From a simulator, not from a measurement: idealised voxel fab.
process module | voxel double patterning
cross-section cut | 165 nm wide | cells 5 nm
A cross-section is a grid of square cells, given in bands from the top down. A band is one or more rows of cells.
Each band's line starts with the height of the band's top and of its bottom, in nm. Then come its materials from left to right, each with its width in nm. One material with "throughout" fills the band from edge to edge. "air" is empty space.
Height 0 is the level under which the wafer as received is all one material. The lowest band goes on downwards, as in "0 down".
A width such as "30 to 40" changes by the same amount from each row of cells to the next, from the band's top row to its bottom row.
"no change" after a step means that no cell of the cross-section changed.
closed voids: empty space of 8 cells or more with no open way to the top, each as width x height at its distance from the left edge, in nm
after a step's settings: what the simulator itself notes on the step
overlay nm, on a step with a mask: how far to the right of its planned place the mask lay; to the left if negative
plan
1 op RECEIVE | material Si
2 op CONFORMAL_DEP | material SiO2 | thk nm 5
3 op DIRECTIONAL_DEP | material TiN | thk nm 10
4 op DIRECTIONAL_DEP | material SiCN | thk nm 5
5 op MASKED_ETCH | tone open | mask id FIRST | width nm 15 | pitch nm 50 | etch materials SiCN | depth nm 5 | overlay nm 0
6 op MASKED_ETCH | tone open | mask id SECOND | width nm 15 | pitch nm 50 | etch materials SiCN | depth nm 5 | overlay nm 0
7 op DIRECTIONAL_ETCH | etch materials TiN | depth nm 10
8 op STRIP | etch materials SiCN
first wafer, as planned
as received, after step 1
  0 down: Si throughout
  closed voids: none
after step 2
  5 to 0: SiO2 throughout
  below 0: unchanged
after step 3
  15 to 5: TiN throughout
  below 5: unchanged
after step 4
  20 to 15: SiCN throughout
  below 15: unchanged
after step 5
  20 to 15: SiCN 25 | air 15 | SiCN 35 | air 15 | SiCN 35 | air 15 | SiCN 25
  below 15: unchanged
after step 6
  20 to 15: SiCN 25 | air 15 | SiCN 10 | air 15 | SiCN 10 | air 15 | SiCN 10 | air 15 | SiCN 10 | air 15 | SiCN 25
  below 15: unchanged
after step 7
  20 to 15: SiCN 25 | air 15 | SiCN 10 | air 15 | SiCN 10 | air 15 | SiCN 10 | air 15 | SiCN 10 | air 15 | SiCN 25
  15 to 5: TiN 25 | air 15 | TiN 10 | air 15 | TiN 10 | air 15 | TiN 10 | air 15 | TiN 10 | air 15 | TiN 25
  below 5: unchanged
after step 8
  15 to 5: TiN 25 | air 15 | TiN 10 | air 15 | TiN 10 | air 15 | TiN 10 | air 15 | TiN 10 | air 15 | TiN 25
  below 5: unchanged
second wafer: like start, like plan, one mistake. Through step 1 it matches the first wafer
when step 2 should have ended
  10 to 0: TiN throughout
  below 0: unchanged
when step 3 should have ended
  15 to 10: SiO2 throughout
  below 10: unchanged
when step 4 should have ended
  20 to 15: SiCN throughout
  below 15: unchanged
when step 5 should have ended
  20 to 15: SiCN 25 | air 15 | SiCN 35 | air 15 | SiCN 35 | air 15 | SiCN 25
  below 15: unchanged
when step 6 should have ended
  20 to 15: SiCN 25 | air 15 | SiCN 10 | air 15 | SiCN 10 | air 15 | SiCN 10 | air 15 | SiCN 10 | air 15 | SiCN 25
  below 15: unchanged
when step 7 should have ended: no change
when step 8 should have ended
  15 to 10: SiO2 throughout
  below 10: unchanged
what went wrong: steps 2 and 3 were swapped
at the end the second wafer has, in cells: 30 more of TiN
